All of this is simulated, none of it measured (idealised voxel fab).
The name of this process module is voxel wiring stack.
Xsec cut, 260 nm wide, square cell size 5 nm.
The cross-sections in this document take the form of a grid made of square cells. They are written out as bands, in order from top to bottom. Each band consists of one or more rows of cells. This entry defines a band. It first specifies the height of the band's top and the height of its bottom in nm, and then specifies the band's materials from left to right, stating each material with its width in nm. The word "all across" identifies a single material that fills the band from edge to edge, while the word "air" identifies empty space. Zero point of the height axis is 0; under it, received wafer = one material. Lowest band: continues down indefinitely, "0 and below". So if you see something like "30->40" for the width, read it as the top row of the band sitting at the first number and the bottom row at the second, with every row in between moving by the same amount as the last. "same as before" -> step changed no cross-section cell. The entry titled "Voids, fully enclosed" provides the empty spaces that have no open way to the top, restricted to those of 8 cells or more. Each is presented as width x height at distance, the distance being measured from the left edge, with all three in nm. Where a step's line continues beyond its settings, the continuation is a remark by the simulator itself on that step. overlay nm: on a step with a mask, how far right of its planned place the mask lay; negative means left. Note on reading: below, each pair holds a cross-section from before one process step and one from after it; the one from after shows only down to the lowest band that changed. Beneath the pair, the step in between is stated along with its settings. The pairs can stem from different runs of this module on the same starting wafer. Where a pair's entry headed "Structure before processing" says so, and only there, that pair continues from the pair above it.

Structure before processing
	115 down to 95 | resist 45  air 20  resist 30  air 20  resist 30  air 20  resist 30  air 20  resist 45
	95 down to 80 | lowk 45  air 20  lowk 30  air 20  lowk 30  air 20  lowk 30  air 20  lowk 45
	80 down to 55 | lowk 45  air 15  lowk 35  air 15  lowk 35  air 15  lowk 35  air 15  lowk 50
	55 down to 45 | lowk all across
	45 down to 40 | SiCN all across
	40 down to 15 | lowk 40  SiN 5  Ru 20  SiN 5  lowk 20  SiN 5  Ru 20  SiN 5  lowk 20  SiN 5  Ru 20  SiN 5  lowk 20  SiN 5  Ru 20  SiN 5  lowk 40
	15 down to 10 | SiN 45  TiN 20  SiN 30  TiN 20  SiN 30  TiN 20  SiN 30  TiN 20  SiN 45
	10 down to 0 | SiO2 all across
	0 and below | Si all across
	Voids, fully enclosed: none

Cross-Section After Step
	95 down to 80 | lowk 45  air 20  lowk 30  air 20  lowk 30  air 20  lowk 30  air 20  lowk 45
	Note: structure below 80 unchanged.
	Voids, fully enclosed: none
Step sandwiched between the two cross-sections above: op STRIP | etch materials resist

Structure before processing: it's just the after picture from the pair right above this one.

Cross-Section After Step
	100 down to 95 | TiN 50  air 10  TiN 40  air 10  TiN 40  air 10  TiN 40  air 10  TiN 50
	95 down to 85 | lowk 45  TiN 5  air 10  TiN 5  lowk 30  TiN 5  air 10  TiN 5  lowk 30  TiN 5  air 10  TiN 5  lowk 30  TiN 5  air 10  TiN 5  lowk 45
	85 down to 80 | lowk 45  TiN 5  air 5  TiN 10  lowk 30  TiN 5  air 5  TiN 10  lowk 30  TiN 5  air 5  TiN 10  lowk 30  TiN 5  air 5  TiN 10  lowk 45
	80 down to 60 | lowk 45  TiN 5  air 5  TiN 5  lowk 35  TiN 5  air 5  TiN 5  lowk 35  TiN 5  air 5  TiN 5  lowk 35  TiN 5  air 5  TiN 5  lowk 50
	60 down to 55 | lowk 45  TiN 15  lowk 35  TiN 15  lowk 35  TiN 15  lowk 35  TiN 15  lowk 50
	Note: structure below 55 unchanged.
	Voids, fully enclosed: none
Step sandwiched between the two cross-sections above: op CONFORMAL_DEP | material TiN | thk nm 5

Structure before processing: it's just the after picture from the pair right above this one.

Cross-Section After Step
	105 down to 100 | Ru all across
	100 down to 95 | TiN 50  Ru 10  TiN 40  Ru 10  TiN 40  Ru 10  TiN 40  Ru 10  TiN 50
	95 down to 85 | lowk 45  TiN 5  Ru 10  TiN 5  lowk 30  TiN 5  Ru 10  TiN 5  lowk 30  TiN 5  Ru 10  TiN 5  lowk 30  TiN 5  Ru 10  TiN 5  lowk 45
	85 down to 80 | lowk 45  TiN 5  Ru 5  TiN 10  lowk 30  TiN 5  Ru 5  TiN 10  lowk 30  TiN 5  Ru 5  TiN 10  lowk 30  TiN 5  Ru 5  TiN 10  lowk 45
	80 down to 60 | lowk 45  TiN 5  Ru 5  TiN 5  lowk 35  TiN 5  Ru 5  TiN 5  lowk 35  TiN 5  Ru 5  TiN 5  lowk 35  TiN 5  Ru 5  TiN 5  lowk 50
	Note: structure below 60 unchanged.
	Voids, fully enclosed: none
Step sandwiched between the two cross-sections above: op FILL_DEP | material Ru | thk nm 5

Structure before processing: it's just the after picture from the pair right above this one.

Cross-Section After Step
	70 down to 60 | lowk 45  TiN 5  Ru 5  TiN 5  lowk 35  TiN 5  Ru 5  TiN 5  lowk 35  TiN 5  Ru 5  TiN 5  lowk 35  TiN 5  Ru 5  TiN 5  lowk 50
	Note: structure below 60 unchanged.
	Voids, fully enclosed: none
Step sandwiched between the two cross-sections above: op CMP | height nm 70

Structure before processing: it's just the after picture from the pair right above this one.

Cross-Section After Step
	75 down to 70 | SiCN all across
	Note: structure below 70 unchanged.
	Voids, fully enclosed: none
Step sandwiched between the two cross-sections above: op CONFORMAL_DEP | material SiCN | thk nm 5

Structure before processing: it's just the after picture from the pair right above this one.

Cross-Section After Step
	110 down to 75 | lowk all across
	Note: structure below 75 unchanged.
	Voids, fully enclosed: none
Step sandwiched between the two cross-sections above: op DIRECTIONAL_DEP | material lowk | thk nm 35

Structure before processing: it's just the after picture from the pair right above this one.

Cross-Section After Step
	130 down to 110 | resist 45  air 20  resist 30  air 20  resist 30  air 20  resist 30  air 20  resist 45
	Note: structure below 110 unchanged.
	Voids, fully enclosed: none
Step sandwiched between the two cross-sections above: op PATTERN | tone open | mask id METAL_3 | material resist | width nm 20 | pitch nm 50 | thk nm 20 | overlay nm 0

Structure before processing: it's just the after picture from the pair right above this one.

Cross-Section After Step
	130 down to 110 | resist 45  air 20  resist 30  air 20  resist 30  air 20  resist 30  air 20  resist 45
	110 down to 90 | lowk 45  air 20  lowk 30  air 20  lowk 30  air 20  lowk 30  air 20  lowk 45
	Note: structure below 90 unchanged.
	Voids, fully enclosed: none
Step sandwiched between the two cross-sections above: op DIRECTIONAL_ETCH | etch materials lowk | depth nm 20

Structure before processing: it's just the after picture from the pair right above this one.

Cross-Section After Step
	110 down to 90 | lowk 45  air 20  lowk 30  air 20  lowk 30  air 20  lowk 30  air 20  lowk 45
	Note: structure below 90 unchanged.
	Voids, fully enclosed: none
Step sandwiched between the two cross-sections above: op STRIP | etch materials resist

Structure before processing: it's just the after picture from the pair right above this one.

Cross-Section After Step
	110 down to 90 | lowk 45  air 20  lowk 30  air 20  lowk 30  air 20  lowk 30  air 20  lowk 45
	90 down to 75 | lowk 45  air 15  lowk 35  air 15  lowk 35  air 15  lowk 35  air 15  lowk 50
	Note: structure below 75 unchanged.
	Voids, fully enclosed: none
Step sandwiched between the two cross-sections above: op MASKED_ETCH | tone open | mask id METAL_3_HOLES | width nm 15 | pitch nm 50 | etch materials lowk | depth nm 15 | overlay nm 0

Structure before processing: it's just the after picture from the pair right above this one.

Cross-Section After Step
	110 down to 90 | lowk 45  air 20  lowk 30  air 20  lowk 30  air 20  lowk 30  air 20  lowk 45
	90 down to 75 | lowk 45  air 15  lowk 35  air 15  lowk 35  air 15  lowk 35  air 15  lowk 50
	75 down to 70 | SiCN 45  air 15  SiCN 35  air 15  SiCN 35  air 15  SiCN 35  air 15  SiCN 50
	Note: structure below 70 unchanged.
	Voids, fully enclosed: none
Step sandwiched between the two cross-sections above: op MASKED_ETCH | tone open | mask id METAL_3_HOLES | width nm 15 | pitch nm 50 | etch materials SiCN | depth nm 5 | overlay nm 0

Structure before processing: it's just the after picture from the pair right above this one.

Cross-Section After Step
	115 down to 110 | TiN 50  air 10  TiN 40  air 10  TiN 40  air 10  TiN 40  air 10  TiN 50
	110 down to 95 | lowk 45  TiN 5  air 10  TiN 5  lowk 30  TiN 5  air 10  TiN 5  lowk 30  TiN 5  air 10  TiN 5  lowk 30  TiN 5  air 10  TiN 5  lowk 45
	95 down to 90 | lowk 45  TiN 5  air 5  TiN 10  lowk 30  TiN 5  air 5  TiN 10  lowk 30  TiN 5  air 5  TiN 10  lowk 30  TiN 5  air 5  TiN 10  lowk 45
	90 down to 75 | lowk 45  TiN 5  air 5  TiN 5  lowk 35  TiN 5  air 5  TiN 5  lowk 35  TiN 5  air 5  TiN 5  lowk 35  TiN 5  air 5  TiN 5  lowk 50
	75 down to 70 | SiCN 45  TiN 15  SiCN 35  TiN 15  SiCN 35  TiN 15  SiCN 35  TiN 15  SiCN 50
	Note: structure below 70 unchanged.
	Voids, fully enclosed: none
Step sandwiched between the two cross-sections above: op CONFORMAL_DEP | material TiN | thk nm 5

Structure before processing: it's just the after picture from the pair right above this one.

Cross-Section After Step
	120 down to 115 | Cu all across
	115 down to 110 | TiN 50  Cu 10  TiN 40  Cu 10  TiN 40  Cu 10  TiN 40  Cu 10  TiN 50
	110 down to 95 | lowk 45  TiN 5  Cu 10  TiN 5  lowk 30  TiN 5  Cu 10  TiN 5  lowk 30  TiN 5  Cu 10  TiN 5  lowk 30  TiN 5  Cu 10  TiN 5  lowk 45
	95 down to 90 | lowk 45  TiN 5  Cu 5  TiN 10  lowk 30  TiN 5  Cu 5  TiN 10  lowk 30  TiN 5  Cu 5  TiN 10  lowk 30  TiN 5  Cu 5  TiN 10  lowk 45
	90 down to 75 | lowk 45  TiN 5  Cu 5  TiN 5  lowk 35  TiN 5  Cu 5  TiN 5  lowk 35  TiN 5  Cu 5  TiN 5  lowk 35  TiN 5  Cu 5  TiN 5  lowk 50
	Note: structure below 75 unchanged.
	Voids, fully enclosed: none
Step sandwiched between the two cross-sections above: op FILL_DEP | material Cu | thk nm 5

Structure before processing: it's just the after picture from the pair right above this one.

Cross-Section After Step
	110 down to 95 | lowk 45  TiN 5  Cu 10  TiN 5  lowk 30  TiN 5  Cu 10  TiN 5  lowk 30  TiN 5  Cu 10  TiN 5  lowk 30  TiN 5  Cu 10  TiN 5  lowk 45
	Note: structure below 95 unchanged.
	Voids, fully enclosed: none
Step sandwiched between the two cross-sections above: op CMP | height nm 110

Structure before processing: it's just the after picture from the pair right above this one.

Cross-Section After Step
	115 down to 110 | SiCN all across
	Note: structure below 110 unchanged.
	Voids, fully enclosed: none
Step sandwiched between the two cross-sections above: op CONFORMAL_DEP | material SiCN | thk nm 5

Structure before processing
	0 and below | Si all across
	Voids, fully enclosed: none

Cross-Section After Step
	5 down to 0 | TiN all across
	Note: structure below 0 unchanged.
	Voids, fully enclosed: none
Step sandwiched between the two cross-sections above: op DIRECTIONAL_DEP | material TiN | thk nm 5

Structure before processing: it's just the after picture from the pair right above this one.

Cross-Section After Step
	15 down to 5 | SiO2 all across
	Note: structure below 5 unchanged.
	Voids, fully enclosed: none
Step sandwiched between the two cross-sections above: op CONFORMAL_DEP | material SiO2 | thk nm 10

Structure before processing: it's just the after picture from the pair right above this one.

Cross-Section After Step
	40 down to 15 | Ru all across
	Note: structure below 15 unchanged.
	Voids, fully enclosed: none
Step sandwiched between the two cross-sections above: op DIRECTIONAL_DEP | material Ru | thk nm 25

Structure before processing: it's just the after picture from the pair right above this one.

Cross-Section After Step
	50 down to 40 | aC all across
	Note: structure below 40 unchanged.
	Voids, fully enclosed: none
Step sandwiched between the two cross-sections above: op DIRECTIONAL_DEP | material aC | thk nm 10

Structure before processing: it's just the after picture from the pair right above this one.

Cross-Section After Step
	75 down to 50 | air 45  resist 20  air 30  resist 20  air 30  resist 20  air 30  resist 20  air 45
	Note: structure below 50 unchanged.
	Voids, fully enclosed: none
Step sandwiched between the two cross-sections above: op PATTERN | tone cover | mask id METAL_1 | material resist | width nm 20 | pitch nm 50 | thk nm 25 | overlay nm 0

Structure before processing: it's just the after picture from the pair right above this one.

Cross-Section After Step
	65 down to 50 | air 45  resist 20  air 30  resist 20  air 30  resist 20  air 30  resist 20  air 45
	50 down to 40 | air 45  aC 20  air 30  aC 20  air 30  aC 20  air 30  aC 20  air 45
	Note: structure below 40 unchanged.
	Voids, fully enclosed: none
Step sandwiched between the two cross-sections above: op DIRECTIONAL_ETCH | etch materials aC | depth nm 10

Structure before processing: it's just the after picture from the pair right above this one.

Cross-Section After Step
	50 down to 40 | air 45  aC 20  air 30  aC 20  air 30  aC 20  air 30  aC 20  air 45
	Note: structure below 40 unchanged.
	Voids, fully enclosed: none
Step sandwiched between the two cross-sections above: op STRIP | etch materials resist

Structure before processing: it's just the after picture from the pair right above this one.

Cross-Section After Step
	50 down to 40 | air 45  aC 20  air 30  aC 20  air 30  aC 20  air 30  aC 20  air 45
	40 down to 15 | air 45  Ru 20  air 30  Ru 20  air 30  Ru 20  air 30  Ru 20  air 45
	Note: structure below 15 unchanged.
	Voids, fully enclosed: none
Step sandwiched between the two cross-sections above: op DIRECTIONAL_ETCH | etch materials Ru | depth nm 25

Structure before processing: it's just the after picture from the pair right above this one.

Cross-Section After Step
	40 down to 15 | air 45  Ru 20  air 30  Ru 20  air 30  Ru 20  air 30  Ru 20  air 45
	Note: structure below 15 unchanged.
	Voids, fully enclosed: none
Step sandwiched between the two cross-sections above: op STRIP | etch materials aC

Structure before processing: it's just the after picture from the pair right above this one.

Cross-Section After Step
	45 down to 40 | air 40  SiN 30  air 20  SiN 30  air 20  SiN 30  air 20  SiN 30  air 40
	40 down to 20 | air 40  SiN 5  Ru 20  SiN 5  air 20  SiN 5  Ru 20  SiN 5  air 20  SiN 5  Ru 20  SiN 5  air 20  SiN 5  Ru 20  SiN 5  air 40
	20 down to 15 | SiN 45  Ru 20  SiN 30  Ru 20  SiN 30  Ru 20  SiN 30  Ru 20  SiN 45
	Note: structure below 15 unchanged.
	Voids, fully enclosed: none
Step sandwiched between the two cross-sections above: op CONFORMAL_DEP | material SiN | thk nm 5

Structure before processing: it's just the after picture from the pair right above this one.

Cross-Section After Step
	55 down to 45 | lowk all across
	45 down to 40 | lowk 40  SiN 30  lowk 20  SiN 30  lowk 20  SiN 30  lowk 20  SiN 30  lowk 40
	40 down to 20 | lowk 40  SiN 5  Ru 20  SiN 5  lowk 20  SiN 5  Ru 20  SiN 5  lowk 20  SiN 5  Ru 20  SiN 5  lowk 20  SiN 5  Ru 20  SiN 5  lowk 40
	Note: structure below 20 unchanged.
	Voids, fully enclosed: none
Step sandwiched between the two cross-sections above: op FILL_DEP | material lowk | thk nm 10

Structure before processing: it's just the after picture from the pair right above this one.

Cross-Section After Step
	40 down to 20 | lowk 40  SiN 5  Ru 20  SiN 5  lowk 20  SiN 5  Ru 20  SiN 5  lowk 20  SiN 5  Ru 20  SiN 5  lowk 20  SiN 5  Ru 20  SiN 5  lowk 40
	Note: structure below 20 unchanged.
	Voids, fully enclosed: none
Step sandwiched between the two cross-sections above: op CMP | height nm 40

Structure before processing: it's just the after picture from the pair right above this one.

Cross-Section After Step
	45 down to 40 | SiCN all across
	Note: structure below 40 unchanged.
	Voids, fully enclosed: none
Step sandwiched between the two cross-sections above: op CONFORMAL_DEP | material SiCN | thk nm 5

Structure before processing: it's just the after picture from the pair right above this one.

Cross-Section After Step
	70 down to 45 | lowk all across
	Note: structure below 45 unchanged.
	Voids, fully enclosed: none
Step sandwiched between the two cross-sections above: op DIRECTIONAL_DEP | material lowk | thk nm 25

Structure before processing: it's just the after picture from the pair right above this one.

Cross-Section After Step
	70 down to 45 | lowk 45  air 15  lowk 35  air 15  lowk 35  air 15  lowk 35  air 15  lowk 50
	Note: structure below 45 unchanged.
	Voids, fully enclosed: none
Step sandwiched between the two cross-sections above: op MASKED_ETCH | tone open | mask id METAL_2_HOLES | width nm 15 | pitch nm 50 | etch materials lowk | depth nm 25 | overlay nm 0

Structure before processing: it's just the after picture from the pair right above this one.

Cross-Section After Step
	90 down to 70 | resist 45  air 20  resist 30  air 20  resist 30  air 20  resist 30  air 20  resist 45
	Note: structure below 70 unchanged.
	Voids, fully enclosed: none
Step sandwiched between the two cross-sections above: op PATTERN | tone open | mask id METAL_2 | material resist | width nm 20 | pitch nm 50 | thk nm 20 | overlay nm 0

Structure before processing: it's just the after picture from the pair right above this one.

Cross-Section After Step
	90 down to 70 | resist 45  air 20  resist 30  air 20  resist 30  air 20  resist 30  air 20  resist 45
	70 down to 55 | lowk 45  air 20  lowk 30  air 20  lowk 30  air 20  lowk 30  air 20  lowk 45
	Note: structure below 55 unchanged.
	Voids, fully enclosed: none
Step sandwiched between the two cross-sections above: op DIRECTIONAL_ETCH | etch materials lowk | depth nm 15

Structure before processing: it's just the after picture from the pair right above this one.

Cross-Section After Step
	90 down to 70 | resist 45  air 20  resist 30  air 20  resist 30  air 20  resist 30  air 20  resist 45
	70 down to 55 | lowk 45  air 20  lowk 30  air 20  lowk 30  air 20  lowk 30  air 20  lowk 45
	55 down to 45 | lowk 45  air 15  lowk 35  air 15  lowk 35  air 15  lowk 35  air 15  lowk 50
	45 down to 40 | SiCN 45  air 15  SiCN 35  air 15  SiCN 35  air 15  SiCN 35  air 15  SiCN 50
	Note: structure below 40 unchanged.
	Voids, fully enclosed: none
Step sandwiched between the two cross-sections above: op DIRECTIONAL_ETCH | etch materials SiCN | depth nm 5

Structure before processing: it's just the after picture from the pair right above this one.

Cross-Section After Step
	70 down to 55 | lowk 45  air 20  lowk 30  air 20  lowk 30  air 20  lowk 30  air 20  lowk 45
	Note: structure below 55 unchanged.
	Voids, fully enclosed: none
Step sandwiched between the two cross-sections above: op STRIP | etch materials resist

Structure before processing: it's just the after picture from the pair right above this one.

Cross-Section After Step
	75 down to 70 | TiN 50  air 10  TiN 40  air 10  TiN 40  air 10  TiN 40  air 10  TiN 50
	70 down to 60 | lowk 45  TiN 5  air 10  TiN 5  lowk 30  TiN 5  air 10  TiN 5  lowk 30  TiN 5  air 10  TiN 5  lowk 30  TiN 5  air 10  TiN 5  lowk 45
	60 down to 55 | lowk 45  TiN 5  air 5  TiN 10  lowk 30  TiN 5  air 5  TiN 10  lowk 30  TiN 5  air 5  TiN 10  lowk 30  TiN 5  air 5  TiN 10  lowk 45
	55 down to 45 | lowk 45  TiN 5  air 5  TiN 5  lowk 35  TiN 5  air 5  TiN 5  lowk 35  TiN 5  air 5  TiN 5  lowk 35  TiN 5  air 5  TiN 5  lowk 50
	45 down to 40 | SiCN 45  TiN 15  SiCN 35  TiN 15  SiCN 35  TiN 15  SiCN 35  TiN 15  SiCN 50
	Note: structure below 40 unchanged.
	Voids, fully enclosed: none
Step sandwiched between the two cross-sections above: op CONFORMAL_DEP | material TiN | thk nm 5

Structure before processing: it's just the after picture from the pair right above this one.

Cross-Section After Step
	80 down to 75 | Ru all across
	75 down to 70 | TiN 50  Ru 10  TiN 40  Ru 10  TiN 40  Ru 10  TiN 40  Ru 10  TiN 50
	70 down to 60 | lowk 45  TiN 5  Ru 10  TiN 5  lowk 30  TiN 5  Ru 10  TiN 5  lowk 30  TiN 5  Ru 10  TiN 5  lowk 30  TiN 5  Ru 10  TiN 5  lowk 45
	60 down to 55 | lowk 45  TiN 5  Ru 5  TiN 10  lowk 30  TiN 5  Ru 5  TiN 10  lowk 30  TiN 5  Ru 5  TiN 10  lowk 30  TiN 5  Ru 5  TiN 10  lowk 45
	55 down to 45 | lowk 45  TiN 5  Ru 5  TiN 5  lowk 35  TiN 5  Ru 5  TiN 5  lowk 35  TiN 5  Ru 5  TiN 5  lowk 35  TiN 5  Ru 5  TiN 5  lowk 50
	Note: structure below 45 unchanged.
	Voids, fully enclosed: none
Step sandwiched between the two cross-sections above: op FILL_DEP | material Ru | thk nm 5

Structure before processing: it's just the after picture from the pair right above this one.

Cross-Section After Step
	70 down to 60 | lowk 45  TiN 5  Ru 10  TiN 5  lowk 30  TiN 5  Ru 10  TiN 5  lowk 30  TiN 5  Ru 10  TiN 5  lowk 30  TiN 5  Ru 10  TiN 5  lowk 45
	Note: structure below 60 unchanged.
	Voids, fully enclosed: none
Step sandwiched between the two cross-sections above: op CMP | height nm 70

Structure before processing: it's just the after picture from the pair right above this one.

Cross-Section After Step
	75 down to 70 | SiCN all across
	Note: structure below 70 unchanged.
	Voids, fully enclosed: none
Step sandwiched between the two cross-sections above: op CONFORMAL_DEP | material SiCN | thk nm 5

Structure before processing: it's just the after picture from the pair right above this one.

Cross-Section After Step
	110 down to 75 | lowk all across
	Note: structure below 75 unchanged.
	Voids, fully enclosed: none
Step sandwiched between the two cross-sections above: op DIRECTIONAL_DEP | material lowk | thk nm 35

Structure before processing: it's just the after picture from the pair right above this one.

Cross-Section After Step
	130 down to 110 | resist 45  air 20  resist 30  air 20  resist 30  air 20  resist 30  air 20  resist 45
	Note: structure below 110 unchanged.
	Voids, fully enclosed: none
Step sandwiched between the two cross-sections above: op PATTERN | tone open | mask id METAL_3 | material resist | width nm 20 | pitch nm 50 | thk nm 20 | overlay nm 0

Structure before processing: it's just the after picture from the pair right above this one.

Cross-Section After Step
	130 down to 110 | resist 45  air 20  resist 30  air 20  resist 30  air 20  resist 30  air 20  resist 45
	110 down to 90 | lowk 45  air 20  lowk 30  air 20  lowk 30  air 20  lowk 30  air 20  lowk 45
	Note: structure below 90 unchanged.
	Voids, fully enclosed: none
Step sandwiched between the two cross-sections above: op DIRECTIONAL_ETCH | etch materials lowk | depth nm 20

Structure before processing: it's just the after picture from the pair right above this one.

Cross-Section After Step
	110 down to 90 | lowk 45  air 20  lowk 30  air 20  lowk 30  air 20  lowk 30  air 20  lowk 45
	Note: structure below 90 unchanged.
	Voids, fully enclosed: none
Step sandwiched between the two cross-sections above: op STRIP | etch materials resist

Structure before processing: it's just the after picture from the pair right above this one.

Cross-Section After Step
	110 down to 90 | lowk 45  air 20  lowk 30  air 20  lowk 30  air 20  lowk 30  air 20  lowk 45
	90 down to 75 | lowk 45  air 15  lowk 35  air 15  lowk 35  air 15  lowk 35  air 15  lowk 50
	Note: structure below 75 unchanged.
	Voids, fully enclosed: none
Step sandwiched between the two cross-sections above: op MASKED_ETCH | tone open | mask id METAL_3_HOLES | width nm 15 | pitch nm 50 | etch materials lowk | depth nm 15 | overlay nm 0

Structure before processing: it's just the after picture from the pair right above this one.

Cross-Section After Step
	110 down to 90 | lowk 45  air 20  lowk 30  air 20  lowk 30  air 20  lowk 30  air 20  lowk 45
	90 down to 75 | lowk 45  air 15  lowk 35  air 15  lowk 35  air 15  lowk 35  air 15  lowk 50
	75 down to 70 | SiCN 45  air 15  SiCN 35  air 15  SiCN 35  air 15  SiCN 35  air 15  SiCN 50
	Note: structure below 70 unchanged.
	Voids, fully enclosed: none
Step sandwiched between the two cross-sections above: op MASKED_ETCH | tone open | mask id METAL_3_HOLES | width nm 15 | pitch nm 50 | etch materials SiCN | depth nm 5 | overlay nm 0

Structure before processing: it's just the after picture from the pair right above this one.

Cross-Section After Step
	115 down to 110 | TiN 50  air 10  TiN 40  air 10  TiN 40  air 10  TiN 40  air 10  TiN 50
	110 down to 95 | lowk 45  TiN 5  air 10  TiN 5  lowk 30  TiN 5  air 10  TiN 5  lowk 30  TiN 5  air 10  TiN 5  lowk 30  TiN 5  air 10  TiN 5  lowk 45
	95 down to 90 | lowk 45  TiN 5  air 5  TiN 10  lowk 30  TiN 5  air 5  TiN 10  lowk 30  TiN 5  air 5  TiN 10  lowk 30  TiN 5  air 5  TiN 10  lowk 45
	90 down to 75 | lowk 45  TiN 5  air 5  TiN 5  lowk 35  TiN 5  air 5  TiN 5  lowk 35  TiN 5  air 5  TiN 5  lowk 35  TiN 5  air 5  TiN 5  lowk 50
	75 down to 70 | SiCN 45  TiN 15  SiCN 35  TiN 15  SiCN 35  TiN 15  SiCN 35  TiN 15  SiCN 50
	Note: structure below 70 unchanged.
	Voids, fully enclosed: none
Step sandwiched between the two cross-sections above: op CONFORMAL_DEP | material TiN | thk nm 5

Structure before processing: it's just the after picture from the pair right above this one.

Cross-Section After Step
	120 down to 115 | Cu all across
	115 down to 110 | TiN 50  Cu 10  TiN 40  Cu 10  TiN 40  Cu 10  TiN 40  Cu 10  TiN 50
	110 down to 95 | lowk 45  TiN 5  Cu 10  TiN 5  lowk 30  TiN 5  Cu 10  TiN 5  lowk 30  TiN 5  Cu 10  TiN 5  lowk 30  TiN 5  Cu 10  TiN 5  lowk 45
	95 down to 90 | lowk 45  TiN 5  Cu 5  TiN 10  lowk 30  TiN 5  Cu 5  TiN 10  lowk 30  TiN 5  Cu 5  TiN 10  lowk 30  TiN 5  Cu 5  TiN 10  lowk 45
	90 down to 75 | lowk 45  TiN 5  Cu 5  TiN 5  lowk 35  TiN 5  Cu 5  TiN 5  lowk 35  TiN 5  Cu 5  TiN 5  lowk 35  TiN 5  Cu 5  TiN 5  lowk 50
	Note: structure below 75 unchanged.
	Voids, fully enclosed: none
Step sandwiched between the two cross-sections above: op FILL_DEP | material Cu | thk nm 5

Structure before processing: it's just the after picture from the pair right above this one.

Cross-Section After Step
	110 down to 95 | lowk 45  TiN 5  Cu 10  TiN 5  lowk 30  TiN 5  Cu 10  TiN 5  lowk 30  TiN 5  Cu 10  TiN 5  lowk 30  TiN 5  Cu 10  TiN 5  lowk 45
	Note: structure below 95 unchanged.
	Voids, fully enclosed: none
Step sandwiched between the two cross-sections above: op CMP | height nm 110

Structure before processing: it's just the after picture from the pair right above this one.

Cross-Section After Step
	115 down to 110 | SiCN all across
	Note: structure below 110 unchanged.
	Voids, fully enclosed: none
Step sandwiched between the two cross-sections above: op CONFORMAL_DEP | material SiCN | thk nm 5

Structure before processing
	0 and below | Si all across
	Voids, fully enclosed: none

Cross-Section After Step
	15 down to 0 | SiO2 all across
	Note: structure below 0 unchanged.
	Voids, fully enclosed: none
Step sandwiched between the two cross-sections above: op CONFORMAL_DEP | material SiO2 | thk nm 15

Structure before processing: it's just the after picture from the pair right above this one.

Cross-Section After Step
	20 down to 15 | TiN all across
	Note: structure below 15 unchanged.
	Voids, fully enclosed: none
Step sandwiched between the two cross-sections above: op DIRECTIONAL_DEP | material TiN | thk nm 5

Structure before processing: it's just the after picture from the pair right above this one.

Cross-Section After Step
	45 down to 20 | Ru all across
	Note: structure below 20 unchanged.
	Voids, fully enclosed: none
Step sandwiched between the two cross-sections above: op DIRECTIONAL_DEP | material Ru | thk nm 25

Structure before processing: it's just the after picture from the pair right above this one.

Cross-Section After Step
	55 down to 45 | aC all across
	Note: structure below 45 unchanged.
	Voids, fully enclosed: none
Step sandwiched between the two cross-sections above: op DIRECTIONAL_DEP | material aC | thk nm 10

Structure before processing: it's just the after picture from the pair right above this one.

Cross-Section After Step
	80 down to 55 | air 45  resist 20  air 30  resist 20  air 30  resist 20  air 30  resist 20  air 45
	Note: structure below 55 unchanged.
	Voids, fully enclosed: none
Step sandwiched between the two cross-sections above: op PATTERN | tone cover | mask id METAL_1 | material resist | width nm 20 | pitch nm 50 | thk nm 25 | overlay nm 0

Structure before processing: it's just the after picture from the pair right above this one.

Cross-Section After Step
	70 down to 55 | air 45  resist 20  air 30  resist 20  air 30  resist 20  air 30  resist 20  air 45
	55 down to 45 | air 45  aC 20  air 30  aC 20  air 30  aC 20  air 30  aC 20  air 45
	Note: structure below 45 unchanged.
	Voids, fully enclosed: none
Step sandwiched between the two cross-sections above: op DIRECTIONAL_ETCH | etch materials aC | depth nm 10

Structure before processing: it's just the after picture from the pair right above this one.

Cross-Section After Step
	55 down to 45 | air 45  aC 20  air 30  aC 20  air 30  aC 20  air 30  aC 20  air 45
	Note: structure below 45 unchanged.
	Voids, fully enclosed: none
Step sandwiched between the two cross-sections above: op STRIP | etch materials resist

Structure before processing: it's just the after picture from the pair right above this one.

Cross-Section After Step
	55 down to 45 | air 45  aC 20  air 30  aC 20  air 30  aC 20  air 30  aC 20  air 45
	45 down to 20 | air 45  Ru 20  air 30  Ru 20  air 30  Ru 20  air 30  Ru 20  air 45
	Note: structure below 20 unchanged.
	Voids, fully enclosed: none
Step sandwiched between the two cross-sections above: op DIRECTIONAL_ETCH | etch materials Ru | depth nm 25

Structure before processing: it's just the after picture from the pair right above this one.

Cross-Section After Step
	55 down to 45 | air 45  aC 20  air 30  aC 20  air 30  aC 20  air 30  aC 20  air 45
	45 down to 20 | air 45  Ru 20  air 30  Ru 20  air 30  Ru 20  air 30  Ru 20  air 45
	20 down to 15 | air 45  TiN 20  air 30  TiN 20  air 30  TiN 20  air 30  TiN 20  air 45
	Note: structure below 15 unchanged.
	Voids, fully enclosed: none
Step sandwiched between the two cross-sections above: op DIRECTIONAL_ETCH | etch materials TiN | depth nm 5

Structure before processing: it's just the after picture from the pair right above this one.

Cross-Section After Step
	45 down to 20 | air 45  Ru 20  air 30  Ru 20  air 30  Ru 20  air 30  Ru 20  air 45
	Note: structure below 20 unchanged.
	Voids, fully enclosed: none
Step sandwiched between the two cross-sections above: op STRIP | etch materials aC

Structure before processing: it's just the after picture from the pair right above this one.

Cross-Section After Step
	50 down to 45 | air 40  SiN 30  air 20  SiN 30  air 20  SiN 30  air 20  SiN 30  air 40
	45 down to 20 | air 40  SiN 5  Ru 20  SiN 5  air 20  SiN 5  Ru 20  SiN 5  air 20  SiN 5  Ru 20  SiN 5  air 20  SiN 5  Ru 20  SiN 5  air 40
	20 down to 15 | SiN 45  TiN 20  SiN 30  TiN 20  SiN 30  TiN 20  SiN 30  TiN 20  SiN 45
	Note: structure below 15 unchanged.
	Voids, fully enclosed: none
Step sandwiched between the two cross-sections above: op CONFORMAL_DEP | material SiN | thk nm 5

Structure before processing: it's just the after picture from the pair right above this one.

Cross-Section After Step
	60 down to 50 | lowk all across
	50 down to 45 | lowk 40  SiN 30  lowk 20  SiN 30  lowk 20  SiN 30  lowk 20  SiN 30  lowk 40
	45 down to 20 | lowk 40  SiN 5  Ru 20  SiN 5  lowk 20  SiN 5  Ru 20  SiN 5  lowk 20  SiN 5  Ru 20  SiN 5  lowk 20  SiN 5  Ru 20  SiN 5  lowk 40
	Note: structure below 20 unchanged.
	Voids, fully enclosed: none
Step sandwiched between the two cross-sections above: op FILL_DEP | material lowk | thk nm 10

Structure before processing: it's just the after picture from the pair right above this one.

Cross-Section After Step
	40 down to 20 | lowk 40  SiN 5  Ru 20  SiN 5  lowk 20  SiN 5  Ru 20  SiN 5  lowk 20  SiN 5  Ru 20  SiN 5  lowk 20  SiN 5  Ru 20  SiN 5  lowk 40
	Note: structure below 20 unchanged.
	Voids, fully enclosed: none
Step sandwiched between the two cross-sections above: op CMP | height nm 40
